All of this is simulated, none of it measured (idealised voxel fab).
Module name: voxel ribs on slabs (process module)
Cross-sectional view cut (width: 285 nm; square cell size: 5 nm).
Bands, listed from the top down, are how a cross-section gets written in this document; the cross-section itself is a grid of square cells, and a band is one or more rows of them. Read a band's entry like this: the first values are the height of its top and the height of its bottom in nm, and what follows is the sequence of materials from left to right, each with its width in nm. Note that "empty" is empty space, and that a single material marked "throughout" reaches across the band from edge to edge. A quick word on heights: they are counted from 0, and under that level the wafer as it came to us is one material throughout. The lowest band is different from the rest in having no bottom; it simply continues downward, written as in "0 nm and below". Top row gets the first number, bottom row gets the second, and each row in between changes by the same step: that is how a band width like "30->40" works. What does "nothing changed" mean for a step? It means no cell of the cross-section changed in that step. "Sealed-off cavities" contains a list of empty spaces, each no smaller than 8 cells and without an open way to the top, written in the form width x height at distance with the distance from the left edge and all three in nm. If you see something after the settings on a step's line, that's the simulator's own remark about that step. A step line may carry the setting "overlay nm", which, for steps involving a mask, states the distance by which the mask lay to the right of its intended position; negative values denote displacement to the left.

Process steps (planned)
step 1: RECEIVE: material Si
step 2: DIRECTIONAL_DEP: material SiO2, thk nm 30
step 3: DIRECTIONAL_DEP: material SiN, thk nm 20
step 4: DIRECTIONAL_DEP: material aC, thk nm 15
step 5: PATTERN: tone cover, mask id RIB, material resist, width nm 30, thk nm 30, overlay nm 0
step 6: DIRECTIONAL_ETCH: etch materials aC, depth nm 15
step 7: STRIP: etch materials resist
step 8: DIRECTIONAL_ETCH: etch materials SiN, depth nm 5
step 9: STRIP: etch materials aC
step 10: DIRECTIONAL_DEP: material aC, thk nm 15
step 11: PATTERN: tone cover, mask id SLAB, material resist, width nm 60, thk nm 35, overlay nm 0
step 12: DIRECTIONAL_ETCH: etch materials aC, depth nm 15
step 13: STRIP: etch materials resist
step 14: DIRECTIONAL_ETCH: etch materials SiN, depth nm 15
step 15: STRIP: etch materials aC
step 16: FILL_DEP: material SiO2, thk nm 25
step 17: CMP: height nm 65
step 18: DIRECTIONAL_DEP: material W, thk nm 10
step 19: PATTERN: tone cover, mask id HEATER, material resist, width nm 40, thk nm 20, overlay nm 0
step 20: DIRECTIONAL_ETCH: etch materials W, depth nm 10
step 21: STRIP: etch materials resist
step 22: CONFORMAL_DEP: material SiN, thk nm 10

First wafer out of two, processed as planned

Here's what the wafer looked like in cross-section when it arrived - that's after step 1
	0 nm and below = Si throughout
	Sealed-off cavities: none

Cross-section: wafer state after step 2
	30 nm to 0 nm = SiO2 throughout
	Below a height of 0, the structure has not been altered.

Cross-section: wafer state after step 3
	50 nm to 30 nm = SiN throughout
	Below a height of 30, the structure has not been altered.

Cross-section: wafer state after step 4
	65 nm to 50 nm = aC throughout
	Below a height of 50, the structure has not been altered.

Cross-section: wafer state after step 5
	95 nm to 65 nm = empty=125 | resist=30 | empty=130
	Below a height of 65, the structure has not been altered.

Cross-section: wafer state after step 6
	80 nm to 65 nm = empty=125 | resist=30 | empty=130
	65 nm to 50 nm = empty=125 | aC=30 | empty=130
	Below a height of 50, the structure has not been altered.

Cross-section: wafer state after step 7
	65 nm to 50 nm = empty=125 | aC=30 | empty=130
	Below a height of 50, the structure has not been altered.

Cross-section: wafer state after step 8
	65 nm to 50 nm = empty=125 | aC=30 | empty=130
	50 nm to 45 nm = empty=125 | SiN=30 | empty=130
	Below a height of 45, the structure has not been altered.

Cross-section: wafer state after step 9
	50 nm to 45 nm = empty=125 | SiN=30 | empty=130
	Below a height of 45, the structure has not been altered.

Cross-section: wafer state after step 10
	65 nm to 60 nm = empty=125 | aC=30 | empty=130
	60 nm to 50 nm = aC throughout
	50 nm to 45 nm = aC=125 | SiN=30 | aC=130
	Below a height of 45, the structure has not been altered.

Cross-section: wafer state after step 11
	100 nm to 65 nm = empty=110 | resist=60 | empty=115
	65 nm to 60 nm = empty=110 | resist=15 | aC=30 | resist=15 | empty=115
	Below a height of 60, the structure has not been altered.

Cross-section: wafer state after step 12
	85 nm to 65 nm = empty=110 | resist=60 | empty=115
	65 nm to 60 nm = empty=110 | resist=15 | aC=30 | resist=15 | empty=115
	60 nm to 50 nm = empty=110 | aC=60 | empty=115
	50 nm to 45 nm = empty=110 | aC=15 | SiN=30 | aC=15 | empty=115
	Below a height of 45, the structure has not been altered.

Cross-section: wafer state after step 13
	65 nm to 60 nm = empty=125 | aC=30 | empty=130
	Below a height of 60, the structure has not been altered.

Cross-section: wafer state after step 14
	65 nm to 60 nm = empty=125 | aC=30 | empty=130
	60 nm to 50 nm = empty=110 | aC=60 | empty=115
	50 nm to 45 nm = empty=110 | aC=15 | SiN=30 | aC=15 | empty=115
	45 nm to 30 nm = empty=110 | SiN=60 | empty=115
	Below a height of 30, the structure has not been altered.

Cross-section: wafer state after step 15
	50 nm to 45 nm = empty=125 | SiN=30 | empty=130
	Below a height of 45, the structure has not been altered.

Cross-section: wafer state after step 16
	75 nm to 50 nm = SiO2 throughout
	50 nm to 45 nm = SiO2=125 | SiN=30 | SiO2=130
	45 nm to 30 nm = SiO2=110 | SiN=60 | SiO2=115
	Below a height of 30, the structure has not been altered.

Cross-section: wafer state after step 17
	65 nm to 50 nm = SiO2 throughout
	Below a height of 50, the structure has not been altered.

Cross-section: wafer state after step 18
	75 nm to 65 nm = W throughout
	Below a height of 65, the structure has not been altered.

Cross-section: wafer state after step 19
	95 nm to 75 nm = empty=120 | resist=40 | empty=125
	Below a height of 75, the structure has not been altered.

Cross-section: wafer state after step 20
	95 nm to 75 nm = empty=120 | resist=40 | empty=125
	75 nm to 65 nm = empty=120 | W=40 | empty=125
	Below a height of 65, the structure has not been altered.

Cross-section: wafer state after step 21
	75 nm to 65 nm = empty=120 | W=40 | empty=125
	Below a height of 65, the structure has not been altered.

Cross-section: wafer state after step 22
	85 nm to 75 nm = empty=110 | SiN=60 | empty=115
	75 nm to 65 nm = SiN=120 | W=40 | SiN=125
	Below a height of 65, the structure has not been altered.

Second wafer: same start and same plan as the first, one execution error; identical to the first through step 1

What the second wafer looks like in cross-section when step 2 should have wrapped up
	20 nm to 0 nm = SiN throughout
	Below a height of 0, the structure has not been altered.

What the second wafer looks like in cross-section when step 3 should have wrapped up
	50 nm to 20 nm = SiO2 throughout
	Below a height of 20, the structure has not been altered.

What the second wafer looks like in cross-section when step 4 should have wrapped up
	65 nm to 50 nm = aC throughout
	Below a height of 50, the structure has not been altered.

What the second wafer looks like in cross-section when step 5 should have wrapped up
	95 nm to 65 nm = empty=125 | resist=30 | empty=130
	Below a height of 65, the structure has not been altered.

What the second wafer looks like in cross-section when step 6 should have wrapped up
	80 nm to 65 nm = empty=125 | resist=30 | empty=130
	65 nm to 50 nm = empty=125 | aC=30 | empty=130
	Below a height of 50, the structure has not been altered.

What the second wafer looks like in cross-section when step 7 should have wrapped up
	65 nm to 50 nm = empty=125 | aC=30 | empty=130
	Below a height of 50, the structure has not been altered.

What the second wafer looks like in cross-section when step 8 should have wrapped up: nothing changed

What the second wafer looks like in cross-section when step 9 should have wrapped up
	50 nm to 20 nm = SiO2 throughout
	Below a height of 20, the structure has not been altered.

What the second wafer looks like in cross-section when step 10 should have wrapped up
	65 nm to 50 nm = aC throughout
	Below a height of 50, the structure has not been altered.

What the second wafer looks like in cross-section when step 11 should have wrapped up
	100 nm to 65 nm = empty=110 | resist=60 | empty=115
	Below a height of 65, the structure has not been altered.

What the second wafer looks like in cross-section when step 12 should have wrapped up
	85 nm to 65 nm = empty=110 | resist=60 | empty=115
	65 nm to 50 nm = empty=110 | aC=60 | empty=115
	Below a height of 50, the structure has not been altered.

What the second wafer looks like in cross-section when step 13 should have wrapped up
	65 nm to 50 nm = empty=110 | aC=60 | empty=115
	Below a height of 50, the structure has not been altered.

What the second wafer looks like in cross-section when step 14 should have wrapped up: nothing changed

What the second wafer looks like in cross-section when step 15 should have wrapped up
	50 nm to 20 nm = SiO2 throughout
	Below a height of 20, the structure has not been altered.

What the second wafer looks like in cross-section when step 16 should have wrapped up
	75 nm to 20 nm = SiO2 throughout
	Below a height of 20, the structure has not been altered.

What the second wafer looks like in cross-section when step 17 should have wrapped up
	65 nm to 20 nm = SiO2 throughout
	Below a height of 20, the structure has not been altered.

What the second wafer looks like in cross-section when step 18 should have wrapped up
	75 nm to 65 nm = W throughout
	Below a height of 65, the structure has not been altered.

What the second wafer looks like in cross-section when step 19 should have wrapped up
	95 nm to 75 nm = empty=120 | resist=40 | empty=125
	Below a height of 75, the structure has not been altered.

What the second wafer looks like in cross-section when step 20 should have wrapped up
	95 nm to 75 nm = empty=120 | resist=40 | empty=125
	75 nm to 65 nm = empty=120 | W=40 | empty=125
	Below a height of 65, the structure has not been altered.

What the second wafer looks like in cross-section when step 21 should have wrapped up
	75 nm to 65 nm = empty=120 | W=40 | empty=125
	Below a height of 65, the structure has not been altered.

What the second wafer looks like in cross-section when step 22 should have wrapped up
	85 nm to 75 nm = empty=110 | SiN=60 | empty=115
	75 nm to 65 nm = SiN=120 | W=40 | SiN=125
	Below a height of 65, the structure has not been altered.
What broke from the plan during processing? steps 2 and 3 traded places in the executed sequence
Upon completion, the second wafer contains, in terms of cells, a greater or smaller amount of certain materials than the first wafer: SiN: 186 more, SiO2: 186 fewer
